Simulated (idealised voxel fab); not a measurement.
Process module under the name voxel ribs on slabs
In the cross-section labelled cut, the width is 240 nm and each square cell is 5 nm.
Format of a cross-section: grid, square cells. Given as bands. Order: top down. Band: one or more rows of cells.
For a band, the entry starts with two heights in nm, that of the top and then that of the bottom, and carries on with the band's materials in order from left to right, each alongside its width in nm; the word "everywhere" beside a single material means it fills the band edge to edge, and "blank" means empty space.
Zero point of the height axis is 0; under it, received wafer = one material. Lowest band: continues down indefinitely, "0 and below".
Quick explanation for "30->40": the width changes in equal steps down the rows of cells, from the first number in the band's top row to the second number in its bottom row.
"remained unchanged" means the step left every cell of the cross-section as it was.
"Unvented internal voids" contains a list of empty spaces, each no smaller than 8 cells and without an open way to the top, written in the form width x height at distance with the distance from the left edge and all three in nm.
Whatever follows a step's settings on its line is a remark the simulator itself makes about that step.
overlay nm: where the mask lay relative to plan, measured to the right, on steps with a mask; negatives go left.

THE PROCESS STEPS THAT WERE PLANNED ARE LISTED BELOW
1,RECEIVE | material Si
2,DIRECTIONAL_DEP | material SiO2 | thk nm 30
3,DIRECTIONAL_DEP | material SiN | thk nm 25
4,DIRECTIONAL_DEP | material aC | thk nm 10
5,PATTERN | tone cover | mask id RIB | material resist | width nm 25 | thk nm 25 | overlay nm 0
6,DIRECTIONAL_ETCH | etch materials aC | depth nm 10
7,STRIP | etch materials resist
8,DIRECTIONAL_ETCH | etch materials SiN | depth nm 10
9,STRIP | etch materials aC
10,PATTERN | tone cover | mask id SLAB | material resist | width nm 85 | thk nm 20 | overlay nm 0
11,DIRECTIONAL_ETCH | etch materials SiN | depth nm 15
12,STRIP | etch materials resist
13,FILL_DEP | material SiO2 | thk nm 30
14,CMP | height nm 75
15,DIRECTIONAL_DEP | material W | thk nm 10
16,DIRECTIONAL_DEP | material aC | thk nm 15
17,PATTERN | tone cover | mask id HEATER | material resist | width nm 35 | thk nm 35 | overlay nm 0
18,DIRECTIONAL_ETCH | etch materials aC | depth nm 15
19,STRIP | etch materials resist
20,DIRECTIONAL_ETCH | etch materials W | depth nm 10
21,STRIP | etch materials aC
22,CONFORMAL_DEP | material SiN | thk nm 10

THE FIRST OF THE TWO WAFERS, WHICH RAN AS PLANNED

CROSS-SECTION OF THE WAFER AS IT CAME TO US, I.E., ALREADY THROUGH STEP 1
	0 and below | Si everywhere
	Unvented internal voids: none

STATE OF THE WAFER AFTER STEP 2, SHOWN IN CROSS-SECTION
	30 down to 0 | SiO2 everywhere
	Heights below 0 show no change.

STATE OF THE WAFER AFTER STEP 3, SHOWN IN CROSS-SECTION
	55 down to 30 | SiN everywhere
	Heights below 30 show no change.

STATE OF THE WAFER AFTER STEP 4, SHOWN IN CROSS-SECTION
	65 down to 55 | aC everywhere
	Heights below 55 show no change.

STATE OF THE WAFER AFTER STEP 5, SHOWN IN CROSS-SECTION
	90 down to 65 | 105 nm blank | 25 nm resist | 110 nm blank
	Heights below 65 show no change.

STATE OF THE WAFER AFTER STEP 6, SHOWN IN CROSS-SECTION
	80 down to 65 | 105 nm blank | 25 nm resist | 110 nm blank
	65 down to 55 | 105 nm blank | 25 nm aC | 110 nm blank
	Heights below 55 show no change.

STATE OF THE WAFER AFTER STEP 7, SHOWN IN CROSS-SECTION
	65 down to 55 | 105 nm blank | 25 nm aC | 110 nm blank
	Heights below 55 show no change.

STATE OF THE WAFER AFTER STEP 8, SHOWN IN CROSS-SECTION
	65 down to 55 | 105 nm blank | 25 nm aC | 110 nm blank
	55 down to 45 | 105 nm blank | 25 nm SiN | 110 nm blank
	Heights below 45 show no change.

STATE OF THE WAFER AFTER STEP 9, SHOWN IN CROSS-SECTION
	55 down to 45 | 105 nm blank | 25 nm SiN | 110 nm blank
	Heights below 45 show no change.

STATE OF THE WAFER AFTER STEP 10, SHOWN IN CROSS-SECTION
	75 down to 55 | 75 nm blank | 85 nm resist | 80 nm blank
	55 down to 45 | 75 nm blank | 30 nm resist | 25 nm SiN | 30 nm resist | 80 nm blank
	Heights below 45 show no change.

STATE OF THE WAFER AFTER STEP 11, SHOWN IN CROSS-SECTION
	75 down to 55 | 75 nm blank | 85 nm resist | 80 nm blank
	55 down to 45 | 75 nm blank | 30 nm resist | 25 nm SiN | 30 nm resist | 80 nm blank
	45 down to 30 | 75 nm blank | 85 nm SiN | 80 nm blank
	Heights below 30 show no change.

STATE OF THE WAFER AFTER STEP 12, SHOWN IN CROSS-SECTION
	55 down to 45 | 105 nm blank | 25 nm SiN | 110 nm blank
	Heights below 45 show no change.

STATE OF THE WAFER AFTER STEP 13, SHOWN IN CROSS-SECTION
	85 down to 55 | SiO2 everywhere
	55 down to 45 | 105 nm SiO2 | 25 nm SiN | 110 nm SiO2
	45 down to 30 | 75 nm SiO2 | 85 nm SiN | 80 nm SiO2
	Heights below 30 show no change.

STATE OF THE WAFER AFTER STEP 14, SHOWN IN CROSS-SECTION
	75 down to 55 | SiO2 everywhere
	Heights below 55 show no change.

STATE OF THE WAFER AFTER STEP 15, SHOWN IN CROSS-SECTION
	85 down to 75 | W everywhere
	Heights below 75 show no change.

STATE OF THE WAFER AFTER STEP 16, SHOWN IN CROSS-SECTION
	100 down to 85 | aC everywhere
	Heights below 85 show no change.

STATE OF THE WAFER AFTER STEP 17, SHOWN IN CROSS-SECTION
	135 down to 100 | 100 nm blank | 35 nm resist | 105 nm blank
	Heights below 100 show no change.

STATE OF THE WAFER AFTER STEP 18, SHOWN IN CROSS-SECTION
	120 down to 100 | 100 nm blank | 35 nm resist | 105 nm blank
	100 down to 85 | 100 nm blank | 35 nm aC | 105 nm blank
	Heights below 85 show no change.

STATE OF THE WAFER AFTER STEP 19, SHOWN IN CROSS-SECTION
	100 down to 85 | 100 nm blank | 35 nm aC | 105 nm blank
	Heights below 85 show no change.

STATE OF THE WAFER AFTER STEP 20, SHOWN IN CROSS-SECTION
	100 down to 85 | 100 nm blank | 35 nm aC | 105 nm blank
	85 down to 75 | 100 nm blank | 35 nm W | 105 nm blank
	Heights below 75 show no change.

STATE OF THE WAFER AFTER STEP 21, SHOWN IN CROSS-SECTION
	85 down to 75 | 100 nm blank | 35 nm W | 105 nm blank
	Heights below 75 show no change.

STATE OF THE WAFER AFTER STEP 22, SHOWN IN CROSS-SECTION
	95 down to 85 | 90 nm blank | 55 nm SiN | 95 nm blank
	85 down to 75 | 100 nm SiN | 35 nm W | 105 nm SiN
	Heights below 75 show no change.

NOTES, SECOND WAFER: START = FIRST WAFER'S, PLAN = FIRST WAFER'S, EXECUTION HAD ONE MISTAKE; HISTORY IDENTICAL TO FIRST THROUGH STEP 19

CROSS-SECTIONAL REPRESENTATION OF THE SECOND WAFER AT THE TIME DESIGNATED IN THE PLAN FOR THE COMPLETION OF STEP 20
	100 down to 85 | 100 nm blank | 35 nm aC | 105 nm blank
	85 down to 80 | 100 nm blank | 35 nm W | 105 nm blank
	Heights below 80 show no change.

CROSS-SECTIONAL REPRESENTATION OF THE SECOND WAFER AT THE TIME DESIGNATED IN THE PLAN FOR THE COMPLETION OF STEP 21
	85 down to 80 | 100 nm blank | 35 nm W | 105 nm blank
	Heights below 80 show no change.

CROSS-SECTIONAL REPRESENTATION OF THE SECOND WAFER AT THE TIME DESIGNATED IN THE PLAN FOR THE COMPLETION OF STEP 22
	95 down to 90 | 90 nm blank | 55 nm SiN | 95 nm blank
	90 down to 85 | SiN everywhere
	85 down to 80 | 100 nm SiN | 35 nm W | 105 nm SiN
	Heights below 80 show no change.
Deviation from plan: step 20 did not use the planned setting and instead ran as DIRECTIONAL_ETCH | etch materials W | depth nm 5
Looking at both finished wafers in cells, the second ends up ahead of or behind the first on some materials: SiN -4 | W +41
